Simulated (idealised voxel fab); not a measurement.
process module | voxel tone inversion
cross-section cut | 220 nm wide | cells 5 nm
A cross-section is a grid of square cells, given in bands from the top down. A band is one or more rows of cells.
Each band's line starts with the height of the band's top and of its bottom, in nm. Then come its materials from left to right, each with its width in nm. One material with "throughout" fills the band from edge to edge. "air" is empty space.
Height 0 is the level under which the wafer as received is all one material. The lowest band goes on downwards, as in "0 down".
A width such as "30 to 40" changes by the same amount from each row of cells to the next, from the band's top row to its bottom row.
"no change" after a step means that no cell of the cross-section changed.
closed voids: empty space of 8 cells or more with no open way to the top, each as width x height at its distance from the left edge, in nm
after a step's settings: what the simulator itself notes on the step
overlay nm, on a step with a mask: how far to the right of its planned place the mask lay; to the left if negative
plan
1 op RECEIVE | material Si
2 op CONFORMAL_DEP | material SiCN | thk nm 10
3 op DIRECTIONAL_DEP | material aC | thk nm 15
4 op PATTERN | tone cover | mask id POSTS | material resist | width nm 25 | pitch nm 55 | thk nm 25 | overlay nm 0
5 op DIRECTIONAL_ETCH | etch materials aC | depth nm 15
6 op STRIP | etch materials resist
7 op FILL_DEP | material lowk | thk nm 5
8 op CMP | height nm 25
9 op STRIP | etch materials aC
10 op CONFORMAL_DEP | material TiN | thk nm 5
11 op FILL_DEP | material Ru | thk nm 10
12 op CMP | height nm 25
13 op CONFORMAL_DEP | material SiN | thk nm 5
first wafer, as planned
as received, after step 1
  0 down: Si throughout
  closed voids: none
after step 2
  10 to 0: SiCN throughout
  below 0: unchanged
after step 3
  25 to 10: aC throughout
  below 10: unchanged
after step 4
  50 to 25: air 40 | resist 25 | air 30 | resist 25 | air 30 | resist 25 | air 45
  below 25: unchanged
after step 5
  35 to 25: air 40 | resist 25 | air 30 | resist 25 | air 30 | resist 25 | air 45
  25 to 10: air 40 | aC 25 | air 30 | aC 25 | air 30 | aC 25 | air 45
  below 10: unchanged
after step 6
  25 to 10: air 40 | aC 25 | air 30 | aC 25 | air 30 | aC 25 | air 45
  below 10: unchanged
after step 7
  30 to 25: lowk throughout
  25 to 10: lowk 40 | aC 25 | lowk 30 | aC 25 | lowk 30 | aC 25 | lowk 45
  below 10: unchanged
after step 8
  25 to 10: lowk 40 | aC 25 | lowk 30 | aC 25 | lowk 30 | aC 25 | lowk 45
  below 10: unchanged
after step 9
  25 to 10: lowk 40 | air 25 | lowk 30 | air 25 | lowk 30 | air 25 | lowk 45
  below 10: unchanged
after step 10
  30 to 25: TiN 45 | air 15 | TiN 40 | air 15 | TiN 40 | air 15 | TiN 50
  25 to 15: lowk 40 | TiN 5 | air 15 | TiN 5 | lowk 30 | TiN 5 | air 15 | TiN 5 | lowk 30 | TiN 5 | air 15 | TiN 5 | lowk 45
  15 to 10: lowk 40 | TiN 25 | lowk 30 | TiN 25 | lowk 30 | TiN 25 | lowk 45
  below 10: unchanged
after step 11
  40 to 30: Ru throughout
  30 to 25: TiN 45 | Ru 15 | TiN 40 | Ru 15 | TiN 40 | Ru 15 | TiN 50
  25 to 15: lowk 40 | TiN 5 | Ru 15 | TiN 5 | lowk 30 | TiN 5 | Ru 15 | TiN 5 | lowk 30 | TiN 5 | Ru 15 | TiN 5 | lowk 45
  below 15: unchanged
after step 12
  25 to 15: lowk 40 | TiN 5 | Ru 15 | TiN 5 | lowk 30 | TiN 5 | Ru 15 | TiN 5 | lowk 30 | TiN 5 | Ru 15 | TiN 5 | lowk 45
  below 15: unchanged
after step 13
  30 to 25: SiN throughout
  below 25: unchanged
second wafer: like start, like plan, one mistake. Through step 6 it matches the first wafer
when step 7 should have ended
  35 to 25: lowk throughout
  25 to 10: lowk 40 | aC 25 | lowk 30 | aC 25 | lowk 30 | aC 25 | lowk 45
  below 10: unchanged
when step 8 should have ended
  25 to 10: lowk 40 | aC 25 | lowk 30 | aC 25 | lowk 30 | aC 25 | lowk 45
  below 10: unchanged
when step 9 should have ended
  25 to 10: lowk 40 | air 25 | lowk 30 | air 25 | lowk 30 | air 25 | lowk 45
  below 10: unchanged
when step 10 should have ended
  30 to 25: TiN 45 | air 15 | TiN 40 | air 15 | TiN 40 | air 15 | TiN 50
  25 to 15: lowk 40 | TiN 5 | air 15 | TiN 5 | lowk 30 | TiN 5 | air 15 | TiN 5 | lowk 30 | TiN 5 | air 15 | TiN 5 | lowk 45
  15 to 10: lowk 40 | TiN 25 | lowk 30 | TiN 25 | lowk 30 | TiN 25 | lowk 45
  below 10: unchanged
when step 11 should have ended
  40 to 30: Ru throughout
  30 to 25: TiN 45 | Ru 15 | TiN 40 | Ru 15 | TiN 40 | Ru 15 | TiN 50
  25 to 15: lowk 40 | TiN 5 | Ru 15 | TiN 5 | lowk 30 | TiN 5 | Ru 15 | TiN 5 | lowk 30 | TiN 5 | Ru 15 | TiN 5 | lowk 45
  below 15: unchanged
when step 12 should have ended
  25 to 15: lowk 40 | TiN 5 | Ru 15 | TiN 5 | lowk 30 | TiN 5 | Ru 15 | TiN 5 | lowk 30 | TiN 5 | Ru 15 | TiN 5 | lowk 45
  below 15: unchanged
when step 13 should have ended
  30 to 25: SiN throughout
  below 25: unchanged
what went wrong: step 7 was run twice
at the end the two cross-sections are the same: no effect in what this model computes
